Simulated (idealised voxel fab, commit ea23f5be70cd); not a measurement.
Process module in this document: voxel transistor to metal
Square cells of 5 nm make up the cross-section cut, whose width is 155 nm.
A cross-section in this document is a grid of square cells, and it is written down as bands, the top band listed before the ones below it; a band is made up of one or more rows of cells.
Heads up on the band format: heights come first, top then bottom, in nm. After that it's the materials left to right, each with its width in nm. A single material flagged "full width" fills the whole band edge to edge, and "air" means there's empty space there.
Heights from 0 (as-received wafer is one material below). Bottom band endless downward, as "z 0 and below".
It should be noted that a width expressed as "30..40" varies in equal increments from row to row of cells within the band, taking the value of the first number at the top row and that of the second number at the bottom row.
You'll sometimes find "no change occurred" written for a step, and that's the way of saying that nowhere in the cross-section did a cell change during that step.
This entry, "Closed-off voids", enumerates those empty regions of no fewer than 8 cells that possess no open connection to the top. Each region is reported in the form width x height at distance, the distance being taken from the left edge, with all three quantities expressed in nm.
Where a step's line continues beyond its settings, the continuation is a remark by the simulator itself on that step.
If you see "overlay nm" on a step's line and that step has a mask, it's telling you how far right of where it was planned the mask ended up; a negative number means it went left instead.
Pairs ahead. Before: cross-section ahead of one process step. After: cross-section once the step is done, shown to the lowest changed band only. Under each pair: that step, with settings. Caution: pairs may come from different runs of this module on the same starting wafer; a pair follows the pair above only where its "Pre-step condition" entry says so.
### Pre-step condition
* z 0 and below: Si full width
* Closed-off voids: none
### after
* z 5 to 0: SiO2 full width
* Under 0: no change, same as before.
* Closed-off voids: none
The cross-sections above show the structure before and after this step: op CONFORMAL_DEP | material SiO2 | thk nm 5
Pre-step condition: The cross-section prior to this step is the one presented after the step of the pair immediately above.
### after
* z 15 to 5: SiN full width
* Under 5: no change, same as before.
* Closed-off voids: none
The cross-sections above show the structure before and after this step: op CONFORMAL_DEP | material SiN | thk nm 10
Pre-step condition: The cross-section prior to this step is the one presented after the step of the pair immediately above.
### after
* z 30 to 15: air: 25, then resist: 105, then air: 25
* Under 15: no change, same as before.
* Closed-off voids: none
The cross-sections above show the structure before and after this step: op PATTERN | tone cover | mask id ACTIVE | material resist | width nm 105 | thk nm 15 | overlay nm 0
Pre-step condition: The cross-section prior to this step is the one presented after the step of the pair immediately above.
### after
* z 30 to 15: air: 25, then resist: 105, then air: 25
* z 15 to 5: air: 25, then SiN: 105, then air: 25
* Under 5: no change, same as before.
* Closed-off voids: none
The cross-sections above show the structure before and after this step: op DIRECTIONAL_ETCH | etch materials SiN | depth nm 10
Pre-step condition: The cross-section prior to this step is the one presented after the step of the pair immediately above.
### after
* z 30 to 15: air: 25, then resist: 105, then air: 25
* z 15 to 5: air: 25, then SiN: 105, then air: 25
* z 5 to 0: air: 25, then SiO2: 105, then air: 25
* Under 0: no change, same as before.
* Closed-off voids: none
The cross-sections above show the structure before and after this step: op DIRECTIONAL_ETCH | etch materials SiO2 | depth nm 5
Pre-step condition: The cross-section prior to this step is the one presented after the step of the pair immediately above.
### after
* z 30 to 15: air: 25, then resist: 105, then air: 25
* z 15 to 5: air: 25, then SiN: 105, then air: 25
* z 5 to 0: air: 25, then SiO2: 105, then air: 25
* z 0 to -35: air: 25, then Si: 105, then air: 25
* Under -35: no change, same as before.
* Closed-off voids: none
The cross-sections above show the structure before and after this step: op DIRECTIONAL_ETCH | etch materials Si | depth nm 35
Pre-step condition: The cross-section prior to this step is the one presented after the step of the pair immediately above.
### after
* z 15 to 5: air: 25, then SiN: 105, then air: 25
* Under 5: no change, same as before.
* Closed-off voids: none
The cross-sections above show the structure before and after this step: op STRIP | etch materials resist
Pre-step condition: The cross-section prior to this step is the one presented after the step of the pair immediately above.
### after
* z 15 to 5: air: 25, then SiN: 105, then air: 25
* z 5 to 0: air: 25, then SiO2: 105, then air: 25
* z 0 to -35: air: 25, then SiO2: 5, then Si: 95, then SiO2: 5, then air: 25
* z -35 to -40: SiO2: 30, then Si: 95, then SiO2: 30
* Under -40: no change, same as before.
* Closed-off voids: none
The cross-sections above show the structure before and after this step: op OXIDIZE | depth nm 5
Pre-step condition: The cross-section prior to this step is the one presented after the step of the pair immediately above.
### after
* z 25 to 15: SiO2 full width
* z 15 to 5: SiO2: 25, then SiN: 105, then SiO2: 25
* z 5 to 0: SiO2 full width
* z 0 to -40: SiO2: 30, then Si: 95, then SiO2: 30
* Under -40: no change, same as before.
* Closed-off voids: none
The cross-sections above show the structure before and after this step: op FILL_DEP | material SiO2 | thk nm 10
Pre-step condition: The cross-section prior to this step is the one presented after the step of the pair immediately above.
### after
* z 15 to 5: SiO2: 25, then SiN: 105, then SiO2: 25
* Under 5: no change, same as before.
* Closed-off voids: none
The cross-sections above show the structure before and after this step: op CMP | height nm 15
Pre-step condition: The cross-section prior to this step is the one presented after the step of the pair immediately above.
### after
* z 15 to 5: air: 25, then SiN: 105, then air: 25
* Under 5: no change, same as before.
* Closed-off voids: none
The cross-sections above show the structure before and after this step: op SELECTIVE_ETCH | etch materials SiO2 | depth nm 10
Pre-step condition: The cross-section prior to this step is the one presented after the step of the pair immediately above.
### after
* z 5 to 0: SiO2 full width
* Under 0: no change, same as before.
* Closed-off voids: none
The cross-sections above show the structure before and after this step: op STRIP | etch materials SiN
Pre-step condition: The cross-section prior to this step is the one presented after the step of the pair immediately above.
### after
* z 0 to -40: SiO2: 30, then Si: 95, then SiO2: 30
* Under -40: no change, same as before.
* Closed-off voids: none
The cross-sections above show the structure before and after this step: op SELECTIVE_ETCH | etch materials SiO2 | depth nm 5
Pre-step condition: The cross-section prior to this step is the one presented after the step of the pair immediately above.
### after
* z 0 to -5: SiO2 full width
* Under -5: no change, same as before.
* Closed-off voids: none
The cross-sections above show the structure before and after this step: op OXIDIZE | depth nm 5
Pre-step condition: The cross-section prior to this step is the one presented after the step of the pair immediately above.
### after
* z 20 to 0: polySi full width
* Under 0: no change, same as before.
* Closed-off voids: none
The cross-sections above show the structure before and after this step: op DIRECTIONAL_DEP | material polySi | thk nm 20
Pre-step condition: The cross-section prior to this step is the one presented after the step of the pair immediately above.
### after
* z 30 to 20: SiCN full width
* Under 20: no change, same as before.
* Closed-off voids: none
The cross-sections above show the structure before and after this step: op DIRECTIONAL_DEP | material SiCN | thk nm 10
Pre-step condition: The cross-section prior to this step is the one presented after the step of the pair immediately above.
### after
* z 30 to 20: air: 65, then SiCN: 25, then air: 65
* Under 20: no change, same as before.
* Closed-off voids: none
The cross-sections above show the structure before and after this step: op MASKED_ETCH | tone cover | mask id GATE | width nm 25 | etch materials SiCN | depth nm 20 | overlay nm 0
Pre-step condition: The cross-section prior to this step is the one presented after the step of the pair immediately above.
### after
* z 30 to 20: air: 65, then SiCN: 25, then air: 65
* z 20 to 0: air: 65, then polySi: 25, then air: 65
* Under 0: no change, same as before.
* Closed-off voids: none
The cross-sections above show the structure before and after this step: op MASKED_ETCH | tone cover | mask id GATE | width nm 25 | etch materials polySi | depth nm 30 | overlay nm 0
Pre-step condition: The cross-section prior to this step is the one presented after the step of the pair immediately above.
### after
* z 40 to 30: air: 55, then SiN: 45, then air: 55
* z 30 to 20: air: 55, then SiN: 10, then SiCN: 25, then SiN: 10, then air: 55
* z 20 to 10: air: 55, then SiN: 10, then polySi: 25, then SiN: 10, then air: 55
* z 10 to 0: SiN: 65, then polySi: 25, then SiN: 65
* Under 0: no change, same as before.
* Closed-off voids: none
The cross-sections above show the structure before and after this step: op CONFORMAL_DEP | material SiN | thk nm 10
Pre-step condition: The cross-section prior to this step is the one presented after the step of the pair immediately above.
### after
* z 30 to 20: air: 55, then SiN: 10, then SiCN: 25, then SiN: 10, then air: 55
* z 20 to 0: air: 55, then SiN: 10, then polySi: 25, then SiN: 10, then air: 55
* Under 0: no change, same as before.
* Closed-off voids: none
The cross-sections above show the structure before and after this step: op DIRECTIONAL_ETCH | etch materials SiN | depth nm 10
Pre-step condition: The cross-section prior to this step is the one presented after the step of the pair immediately above.
### after
* z 30 to 20: air: 55, then SiN: 10, then SiCN: 25, then SiN: 10, then air: 55
* z 20 to 0: air: 55, then SiN: 10, then polySi: 25, then SiN: 10, then air: 55
* z 0 to -5: air: 55, then SiO2: 45, then air: 55
* Under -5: no change, same as before.
* Closed-off voids: none
The cross-sections above show the structure before and after this step: op DIRECTIONAL_ETCH | etch materials SiO2 | depth nm 5
Pre-step condition: The cross-section prior to this step is the one presented after the step of the pair immediately above.
### after
* z 30 to 20: air: 55, then SiN: 10, then SiCN: 25, then SiN: 10, then air: 55
* z 20 to 0: air: 55, then SiN: 10, then polySi: 25, then SiN: 10, then air: 55
* z 0 to -5: air: 25, then SiGe: 30, then SiO2: 45, then SiGe: 30, then air: 25
* Under -5: no change, same as before.
* Closed-off voids: none
The cross-sections above show the structure before and after this step: op EPI | material SiGe | thk nm 5
Pre-step condition: The cross-section prior to this step is the one presented after the step of the pair immediately above.
### after
* z 40 to 30: SiO2 full width
* z 30 to 20: SiO2: 55, then SiN: 10, then SiCN: 25, then SiN: 10, then SiO2: 55
* z 20 to 0: SiO2: 55, then SiN: 10, then polySi: 25, then SiN: 10, then SiO2: 55
* z 0 to -5: SiO2: 25, then SiGe: 30, then SiO2: 45, then SiGe: 30, then SiO2: 25
* Under -5: no change, same as before.
* Closed-off voids: none
The cross-sections above show the structure before and after this step: op FILL_DEP | material SiO2 | thk nm 10
Pre-step condition: The cross-section prior to this step is the one presented after the step of the pair immediately above.
### after
* z 30 to 20: SiO2: 55, then SiN: 10, then SiCN: 25, then SiN: 10, then SiO2: 55
* Under 20: no change, same as before.
* Closed-off voids: none
The cross-sections above show the structure before and after this step: op CMP | height nm 30
Pre-step condition: The cross-section prior to this step is the one presented after the step of the pair immediately above.
### after
* z 40 to 30: SiO2 full width
* Under 30: no change, same as before.
* Closed-off voids: none
The cross-sections above show the structure before and after this step: op DIRECTIONAL_DEP | material SiO2 | thk nm 10
Pre-step condition: The cross-section prior to this step is the one presented after the step of the pair immediately above.
### after
* z 40 to 30: SiO2: 35, then air: 25, then SiO2: 35, then air: 25, then SiO2: 35
* z 30 to 20: SiO2: 35, then air: 20, then SiN: 10, then SiCN: 25, then SiN: 10, then air: 20, then SiO2: 35
* z 20 to 0: SiO2: 35, then air: 20, then SiN: 10, then polySi: 25, then SiN: 10, then air: 20, then SiO2: 35
* Under 0: no change, same as before.
* Closed-off voids: none
The cross-sections above show the structure before and after this step: op MASKED_ETCH | tone open | mask id CONTACT | width nm 25 | pitch nm 60 | etch materials SiO2 | depth nm 40 | overlay nm 0
Pre-step condition: The cross-section prior to this step is the one presented after the step of the pair immediately above.
### after
* z 45 to 40: TiN: 40, then air: 15, then TiN: 45, then air: 15, then TiN: 40
* z 40 to 30: SiO2: 35, then TiN: 5, then air: 15..10, then TiN: 5..10, then SiO2: 35, then TiN: 5..10, then air: 15..10, then TiN: 5, then SiO2: 35
* z 30 to 20: SiO2: 35, then TiN: 5, then air: 10, then TiN: 5, then SiN: 10, then SiCN: 25, then SiN: 10, then TiN: 5, then air: 10, then TiN: 5, then SiO2: 35
* z 20 to 5: SiO2: 35, then TiN: 5, then air: 10, then TiN: 5, then SiN: 10, then polySi: 25, then SiN: 10, then TiN: 5, then air: 10, then TiN: 5, then SiO2: 35
* z 5 to 0: SiO2: 35, then TiN: 20, then SiN: 10, then polySi: 25, then SiN: 10, then TiN: 20, then SiO2: 35
* Under 0: no change, same as before.
* Closed-off voids: none
The cross-sections above show the structure before and after this step: op CONFORMAL_DEP | material TiN | thk nm 5
Pre-step condition: The cross-section prior to this step is the one presented after the step of the pair immediately above.
### after
* z 50 to 45: Ru full width
* z 45 to 40: TiN: 40, then Ru: 15, then TiN: 45, then Ru: 15, then TiN: 40
* z 40 to 30: SiO2: 35, then TiN: 5, then Ru: 15..10, then TiN: 5..10, then SiO2: 35, then TiN: 5..10, then Ru: 15..10, then TiN: 5, then SiO2: 35
* z 30 to 20: SiO2: 35, then TiN: 5, then Ru: 10, then TiN: 5, then SiN: 10, then SiCN: 25, then SiN: 10, then TiN: 5, then Ru: 10, then TiN: 5, then SiO2: 35
* z 20 to 5: SiO2: 35, then TiN: 5, then Ru: 10, then TiN: 5, then SiN: 10, then polySi: 25, then SiN: 10, then TiN: 5, then Ru: 10, then TiN: 5, then SiO2: 35
* Under 5: no change, same as before.
* Closed-off voids: none
The cross-sections above show the structure before and after this step: op FILL_DEP | material Ru | thk nm 5
Pre-step condition: The cross-section prior to this step is the one presented after the step of the pair immediately above.
### after
* z 40 to 30: SiO2: 35, then TiN: 5, then Ru: 15..10, then TiN: 5..10, then SiO2: 35, then TiN: 5..10, then Ru: 15..10, then TiN: 5, then SiO2: 35
* Under 30: no change, same as before.
* Closed-off voids: none
The cross-sections above show the structure before and after this step: op CMP | height nm 40
Pre-step condition: The cross-section prior to this step is the one presented after the step of the pair immediately above.
### after
* z 45 to 40: SiN full width
* Under 40: no change, same as before.
* Closed-off voids: none
The cross-sections above show the structure before and after this step: op CONFORMAL_DEP | material SiN | thk nm 5
Pre-step condition: The cross-section prior to this step is the one presented after the step of the pair immediately above.
### after
* z 65 to 45: SiO2 full width
* Under 45: no change, same as before.
* Closed-off voids: none
The cross-sections above show the structure before and after this step: op DIRECTIONAL_DEP | material SiO2 | thk nm 20
Pre-step condition: The cross-section prior to this step is the one presented after the step of the pair immediately above.
### after
* z 85 to 65: resist: 35, then air: 15, then resist: 55, then air: 15, then resist: 35
* Under 65: no change, same as before.
* Closed-off voids: none
The cross-sections above show the structure before and after this step: op PATTERN | tone open | mask id METAL_1 | material resist | width nm 15 | pitch nm 70 | thk nm 20 | overlay nm 0
Pre-step condition: The cross-section prior to this step is the one presented after the step of the pair immediately above.
### after
* z 85 to 65: resist: 35, then air: 15, then resist: 55, then air: 15, then resist: 35
* z 65 to 45: SiO2: 35, then air: 15, then SiO2: 55, then air: 15, then SiO2: 35
* Under 45: no change, same as before.
* Closed-off voids: none
The cross-sections above show the structure before and after this step: op DIRECTIONAL_ETCH | etch materials SiO2 | depth nm 20
Pre-step condition: The cross-section prior to this step is the one presented after the step of the pair immediately above.
### after
* z 85 to 65: resist: 35, then air: 15, then resist: 55, then air: 15, then resist: 35
* z 65 to 45: SiO2: 35, then air: 15, then SiO2: 55, then air: 15, then SiO2: 35
* z 45 to 40: SiN: 35, then air: 15, then SiN: 55, then air: 15, then SiN: 35
* Under 40: no change, same as before.
* Closed-off voids: none
The cross-sections above show the structure before and after this step: op DIRECTIONAL_ETCH | etch materials SiN | depth nm 5
Pre-step condition: The cross-section prior to this step is the one presented after the step of the pair immediately above.
### after
* z 65 to 45: SiO2: 35, then air: 15, then SiO2: 55, then air: 15, then SiO2: 35
* Under 45: no change, same as before.
* Closed-off voids: none
The cross-sections above show the structure before and after this step: op STRIP | etch materials resist
Pre-step condition: The cross-section prior to this step is the one presented after the step of the pair immediately above.
### after
* z 70 to 65: TiN: 40, then air: 5, then TiN: 65, then air: 5, then TiN: 40
* z 65 to 45: SiO2: 35, then TiN: 5, then air: 5, then TiN: 5, then SiO2: 55, then TiN: 5, then air: 5, then TiN: 5, then SiO2: 35
* z 45 to 40: SiN: 35, then TiN: 15, then SiN: 55, then TiN: 15, then SiN: 35
* Under 40: no change, same as before.
* Closed-off voids: none
The cross-sections above show the structure before and after this step: op CONFORMAL_DEP | material TiN | thk nm 5
Pre-step condition: The cross-section prior to this step is the one presented after the step of the pair immediately above.
### after
* z 75 to 70: Cu full width
* z 70 to 65: TiN: 40, then Cu: 5, then TiN: 65, then Cu: 5, then TiN: 40
* z 65 to 45: SiO2: 35, then TiN: 5, then Cu: 5, then TiN: 5, then SiO2: 55, then TiN: 5, then Cu: 5, then TiN: 5, then SiO2: 35
* Under 45: no change, same as before.
* Closed-off voids: none
The cross-sections above show the structure before and after this step: op FILL_DEP | material Cu | thk nm 5
Pre-step condition: The cross-section prior to this step is the one presented after the step of the pair immediately above.
### after
* z 65 to 45: SiO2: 35, then TiN: 5, then Cu: 5, then TiN: 5, then SiO2: 55, then TiN: 5, then Cu: 5, then TiN: 5, then SiO2: 35
* Under 45: no change, same as before.
* Closed-off voids: none
The cross-sections above show the structure before and after this step: op CMP | height nm 65
Pre-step condition: The cross-section prior to this step is the one presented after the step of the pair immediately above.
### after
* z 70 to 65: air: 30, then Ru: 25, then air: 45, then Ru: 25, then air: 30
* Under 65: no change, same as before.
* Closed-off voids: none
The cross-sections above show the structure before and after this step: op EPI | material Ru | thk nm 5
Pre-step condition: The cross-section prior to this step is the one presented after the step of the pair immediately above.
### after
* z 75 to 70: SiCN full width
* z 70 to 65: SiCN: 30, then Ru: 25, then SiCN: 45, then Ru: 25, then SiCN: 30
* Under 65: no change, same as before.
* Closed-off voids: none
The cross-sections above show the structure before and after this step: op FILL_DEP | material SiCN | thk nm 5
Pre-step condition: The cross-section prior to this step is the one presented after the step of the pair immediately above.
### after
* z 110 to 75: lowk full width
* Under 75: no change, same as before.
* Closed-off voids: none
The cross-sections above show the structure before and after this step: op DIRECTIONAL_DEP | material lowk | thk nm 35
Pre-step condition: The cross-section prior to this step is the one presented after the step of the pair immediately above.
### after
* z 125 to 110: aC full width
* Under 110: no change, same as before.
* Closed-off voids: none
The cross-sections above show the structure before and after this step: op DIRECTIONAL_DEP | material aC | thk nm 15
Pre-step condition: The cross-section prior to this step is the one presented after the step of the pair immediately above.
### after
* z 155 to 125: resist: 35, then air: 15, then resist: 55, then air: 15, then resist: 35
* Under 125: no change, same as before.
* Closed-off voids: none
The cross-sections above show the structure before and after this step: op PATTERN | tone open | mask id METAL_2 | material resist | width nm 15 | pitch nm 70 | thk nm 30 | overlay nm 0
Pre-step condition: The cross-section prior to this step is the one presented after the step of the pair immediately above.
### after
* z 140 to 125: resist: 35, then air: 15, then resist: 55, then air: 15, then resist: 35
* z 125 to 110: aC: 35, then air: 15, then aC: 55, then air: 15, then aC: 35
* Under 110: no change, same as before.
* Closed-off voids: none
The cross-sections above show the structure before and after this step: op DIRECTIONAL_ETCH | etch materials aC | depth nm 15
Pre-step condition: The cross-section prior to this step is the one presented after the step of the pair immediately above.
### after
* z 125 to 110: aC: 35, then air: 15, then aC: 55, then air: 15, then aC: 35
* Under 110: no change, same as before.
* Closed-off voids: none
The cross-sections above show the structure before and after this step: op STRIP | etch materials resist
Pre-step condition: The cross-section prior to this step is the one presented after the step of the pair immediately above.
### after
* z 125 to 110: aC: 35, then air: 15, then aC: 55, then air: 15, then aC: 35
* z 110 to 90: lowk: 35, then air: 15, then lowk: 55, then air: 15, then lowk: 35
* Under 90: no change, same as before.
* Closed-off voids: none
The cross-sections above show the structure before and after this step: op DIRECTIONAL_ETCH | etch materials lowk | depth nm 20
Pre-step condition: The cross-section prior to this step is the one presented after the step of the pair immediately above.
### after
* z 110 to 90: lowk: 35, then air: 15, then lowk: 55, then air: 15, then lowk: 35
* Under 90: no change, same as before.
* Closed-off voids: none
The cross-sections above show the structure before and after this step: op STRIP | etch materials aC
Pre-step condition: The cross-section prior to this step is the one presented after the step of the pair immediately above.
### after
* z 125 to 110: resist: 35, then air: 15, then resist: 55, then air: 15, then resist: 35
* Under 110: no change, same as before.
* Closed-off voids: none
The cross-sections above show the structure before and after this step: op PATTERN | tone open | mask id METAL_2_HOLES | material resist | width nm 15 | pitch nm 70 | thk nm 15 | overlay nm 0
Pre-step condition: The cross-section prior to this step is the one presented after the step of the pair immediately above.
### after
* z 125 to 110: resist: 35, then air: 15, then resist: 55, then air: 15, then resist: 35
* z 110 to 75: lowk: 35, then air: 15, then lowk: 55, then air: 15, then lowk: 35
* Under 75: no change, same as before.
* Closed-off voids: none
The cross-sections above show the structure before and after this step: op DIRECTIONAL_ETCH | etch materials lowk | depth nm 15
Pre-step condition: The cross-section prior to this step is the one presented after the step of the pair immediately above.
### after
* z 125 to 110: resist: 35, then air: 15, then resist: 55, then air: 15, then resist: 35
* z 110 to 75: lowk: 35, then air: 15, then lowk: 55, then air: 15, then lowk: 35
* z 75 to 70: SiCN: 35, then air: 15, then SiCN: 55, then air: 15, then SiCN: 35
* Under 70: no change, same as before.
* Closed-off voids: none
The cross-sections above show the structure before and after this step: op DIRECTIONAL_ETCH | etch materials SiCN | depth nm 5
Pre-step condition: The cross-section prior to this step is the one presented after the step of the pair immediately above.
### after
* z 110 to 75: lowk: 35, then air: 15, then lowk: 55, then air: 15, then lowk: 35
* Under 75: no change, same as before.
* Closed-off voids: none
The cross-sections above show the structure before and after this step: op STRIP | etch materials resist
Pre-step condition: The cross-section prior to this step is the one presented after the step of the pair immediately above.
### after
* z 115 to 110: TiN: 40, then air: 5, then TiN: 65, then air: 5, then TiN: 40
* z 110 to 75: lowk: 35, then TiN: 5, then air: 5, then TiN: 5, then lowk: 55, then TiN: 5, then air: 5, then TiN: 5, then lowk: 35
* z 75 to 70: SiCN: 35, then TiN: 15, then SiCN: 55, then TiN: 15, then SiCN: 35
* Under 70: no change, same as before.
* Closed-off voids: none
The cross-sections above show the structure before and after this step: op CONFORMAL_DEP | material TiN | thk nm 5
Pre-step condition: The cross-section prior to this step is the one presented after the step of the pair immediately above.
### after
* z 120 to 115: Ru full width
* z 115 to 110: TiN: 40, then Ru: 5, then TiN: 65, then Ru: 5, then TiN: 40
* z 110 to 75: lowk: 35, then TiN: 5, then Ru: 5, then TiN: 5, then lowk: 55, then TiN: 5, then Ru: 5, then TiN: 5, then lowk: 35
* Under 75: no change, same as before.
* Closed-off voids: none
The cross-sections above show the structure before and after this step: op FILL_DEP | material Ru | thk nm 5
Pre-step condition: The cross-section prior to this step is the one presented after the step of the pair immediately above.
### after
* z 110 to 75: lowk: 35, then TiN: 5, then Ru: 5, then TiN: 5, then lowk: 55, then TiN: 5, then Ru: 5, then TiN: 5, then lowk: 35
* Under 75: no change, same as before.
* Closed-off voids: none
The cross-sections above show the structure before and after this step: op CMP | height nm 110
Pre-step condition: The cross-section prior to this step is the one presented after the step of the pair immediately above.
### after
* z 115 to 110: SiCN full width
* Under 110: no change, same as before.
* Closed-off voids: none
The cross-sections above show the structure before and after this step: op CONFORMAL_DEP | material SiCN | thk nm 5
### Pre-step condition
* z 70 to 65: air: 30, then Ru: 25, then air: 45, then Ru: 25, then air: 30
* z 65 to 45: SiO2: 35, then TiN: 5, then Cu: 5, then TiN: 5, then SiO2: 55, then TiN: 5, then Cu: 5, then TiN: 5, then SiO2: 35
* z 45 to 40: SiN: 35, then TiN: 15, then SiN: 55, then TiN: 15, then SiN: 35
* z 40 to 30: SiO2: 35, then TiN: 5, then Ru: 15..10, then TiN: 5..10, then SiO2: 35, then TiN: 5..10, then Ru: 15..10, then TiN: 5, then SiO2: 35
* z 30 to 20: SiO2: 35, then TiN: 5, then Ru: 10, then TiN: 5, then SiN: 10, then SiCN: 25, then SiN: 10, then TiN: 5, then Ru: 10, then TiN: 5, then SiO2: 35
* z 20 to 5: SiO2: 35, then TiN: 5, then Ru: 10, then TiN: 5, then SiN: 10, then polySi: 25, then SiN: 10, then TiN: 5, then Ru: 10, then TiN: 5, then SiO2: 35
* z 5 to 0: SiO2: 35, then TiN: 20, then SiN: 10, then polySi: 25, then SiN: 10, then TiN: 20, then SiO2: 35
* z 0 to -5: SiO2: 25, then SiGe: 30, then SiO2: 45, then SiGe: 30, then SiO2: 25
* z -5 to -40: SiO2: 30, then Si: 95, then SiO2: 30
* z -40 and below: Si full width
* Closed-off voids: none
### after
* z 105 to 100: air: 30, then lowk: 25, then air: 45, then lowk: 25, then air: 30
* z 100 to 70: lowk full width
* z 70 to 65: lowk: 30, then Ru: 25, then lowk: 45, then Ru: 25, then lowk: 30
* Under 65: no change, same as before.
* Closed-off voids: none
The cross-sections above show the structure before and after this step: op DIRECTIONAL_DEP | material lowk | thk nm 35
Pre-step condition: The cross-section prior to this step is the one presented after the step of the pair immediately above.
### after
* z 120 to 115: air: 30, then aC: 25, then air: 45, then aC: 25, then air: 30
* z 115 to 105: aC full width
* z 105 to 100: aC: 30, then lowk: 25, then aC: 45, then lowk: 25, then aC: 30
* Under 100: no change, same as before.
* Closed-off voids: none
The cross-sections above show the structure before and after this step: op DIRECTIONAL_DEP | material aC | thk nm 15
Pre-step condition: The cross-section prior to this step is the one presented after the step of the pair immediately above.
### after
* z 150 to 120: resist: 35, then air: 15, then resist: 55, then air: 15, then resist: 35
* z 120 to 115: resist: 30, then aC: 25, then resist: 45, then aC: 25, then resist: 30
* Under 115: no change, same as before.
* Closed-off voids: none
The cross-sections above show the structure before and after this step: op PATTERN | tone open | mask id METAL_2 | material resist | width nm 15 | pitch nm 70 | thk nm 30 | overlay nm 0
Pre-step condition: The cross-section prior to this step is the one presented after the step of the pair immediately above.
### after
* z 135 to 120: resist: 35, then air: 15, then resist: 55, then air: 15, then resist: 35
* z 120 to 115: resist: 30, then aC: 5, then air: 15, then aC: 5, then resist: 45, then aC: 5, then air: 15, then aC: 5, then resist: 30
* z 115 to 105: aC: 35, then air: 15, then aC: 55, then air: 15, then aC: 35
* Under 105: no change, same as before.
* Closed-off voids: none
The cross-sections above show the structure before and after this step: op DIRECTIONAL_ETCH | etch materials aC | depth nm 15
Pre-step condition: The cross-section prior to this step is the one presented after the step of the pair immediately above.
### after
* z 120 to 115: air: 30, then aC: 5, then air: 15, then aC: 5, then air: 45, then aC: 5, then air: 15, then aC: 5, then air: 30
* Under 115: no change, same as before.
* Closed-off voids: none
The cross-sections above show the structure before and after this step: op STRIP | etch materials resist
Pre-step condition: The cross-section prior to this step is the one presented after the step of the pair immediately above.
### after
* z 120 to 115: air: 30, then aC: 5, then air: 15, then aC: 5, then air: 45, then aC: 5, then air: 15, then aC: 5, then air: 30
* z 115 to 105: aC: 35, then air: 15, then aC: 55, then air: 15, then aC: 35
* z 105 to 100: aC: 30, then lowk: 5, then air: 15, then lowk: 5, then aC: 45, then lowk: 5, then air: 15, then lowk: 5, then aC: 30
* z 100 to 85: lowk: 35, then air: 15, then lowk: 55, then air: 15, then lowk: 35
* Under 85: no change, same as before.
* Closed-off voids: none
The cross-sections above show the structure before and after this step: op DIRECTIONAL_ETCH | etch materials lowk | depth nm 20
Pre-step condition: The cross-section prior to this step is the one presented after the step of the pair immediately above.
### after
* z 105 to 100: air: 30, then lowk: 5, then air: 15, then lowk: 5, then air: 45, then lowk: 5, then air: 15, then lowk: 5, then air: 30
* Under 100: no change, same as before.
* Closed-off voids: none
The cross-sections above show the structure before and after this step: op STRIP | etch materials aC
Pre-step condition: The cross-section prior to this step is the one presented after the step of the pair immediately above.
### after
* z 120 to 105: resist: 35, then air: 15, then resist: 55, then air: 15, then resist: 35
* z 105 to 100: resist: 30, then lowk: 5, then air: 15, then lowk: 5, then resist: 45, then lowk: 5, then air: 15, then lowk: 5, then resist: 30
* Under 100: no change, same as before.
* Closed-off voids: none
The cross-sections above show the structure before and after this step: op PATTERN | tone open | mask id METAL_2_HOLES | material resist | width nm 15 | pitch nm 70 | thk nm 15 | overlay nm 0
Pre-step condition: The cross-section prior to this step is the one presented after the step of the pair immediately above.
### after
* z 120 to 105: resist: 35, then air: 15, then resist: 55, then air: 15, then resist: 35
* z 105 to 100: resist: 30, then lowk: 5, then air: 15, then lowk: 5, then resist: 45, then lowk: 5, then air: 15, then lowk: 5, then resist: 30
* z 100 to 70: lowk: 35, then air: 15, then lowk: 55, then air: 15, then lowk: 35
* Under 70: no change, same as before.
* Closed-off voids: none
The cross-sections above show the structure before and after this step: op DIRECTIONAL_ETCH | etch materials lowk | depth nm 15
Pre-step condition: The cross-section prior to this step is the one presented after the step of the pair immediately above.
### after
* z 105 to 100: air: 30, then lowk: 5, then air: 15, then lowk: 5, then air: 45, then lowk: 5, then air: 15, then lowk: 5, then air: 30
* Under 100: no change, same as before.
* Closed-off voids: none
The cross-sections above show the structure before and after this step: op STRIP | etch materials resist
Pre-step condition: The cross-section prior to this step is the one presented after the step of the pair immediately above.
### after
* z 110 to 105: air: 25, then TiN: 15, then air: 5, then TiN: 15, then air: 35, then TiN: 15, then air: 5, then TiN: 15, then air: 25
* z 105 to 100: TiN: 30, then lowk: 5, then TiN: 5, then air: 5, then TiN: 5, then lowk: 5, then TiN: 45, then lowk: 5, then TiN: 5, then air: 5, then TiN: 5, then lowk: 5, then TiN: 30
* z 100 to 75: lowk: 35, then TiN: 5, then air: 5, then TiN: 5, then lowk: 55, then TiN: 5, then air: 5, then TiN: 5, then lowk: 35
* z 75 to 70: lowk: 35, then TiN: 15, then lowk: 55, then TiN: 15, then lowk: 35
* Under 70: no change, same as before.
* Closed-off voids: none
The cross-sections above show the structure before and after this step: op CONFORMAL_DEP | material TiN | thk nm 5
Pre-step condition: The cross-section prior to this step is the one presented after the step of the pair immediately above.
### after
* z 115 to 110: Ru full width
* z 110 to 105: Ru: 25, then TiN: 15, then Ru: 5, then TiN: 15, then Ru: 35, then TiN: 15, then Ru: 5, then TiN: 15, then Ru: 25
* z 105 to 100: TiN: 30, then lowk: 5, then TiN: 5, then Ru: 5, then TiN: 5, then lowk: 5, then TiN: 45, then lowk: 5, then TiN: 5, then Ru: 5, then TiN: 5, then lowk: 5, then TiN: 30
* z 100 to 75: lowk: 35, then TiN: 5, then Ru: 5, then TiN: 5, then lowk: 55, then TiN: 5, then Ru: 5, then TiN: 5, then lowk: 35
* Under 75: no change, same as before.
* Closed-off voids: none
The cross-sections above show the structure before and after this step: op FILL_DEP | material Ru | thk nm 5
Pre-step condition: The cross-section prior to this step is the one presented after the step of the pair immediately above.
### after
* z 110 to 105: Ru: 25, then TiN: 15, then Ru: 5, then TiN: 15, then Ru: 35, then TiN: 15, then Ru: 5, then TiN: 15, then Ru: 25
* Under 105: no change, same as before.
* Closed-off voids: none
The cross-sections above show the structure before and after this step: op CMP | height nm 110
Pre-step condition: The cross-section prior to this step is the one presented after the step of the pair immediately above.
### after
* z 115 to 110: SiCN full width
* Under 110: no change, same as before.
* Closed-off voids: none
The cross-sections above show the structure before and after this step: op CONFORMAL_DEP | material SiCN | thk nm 5
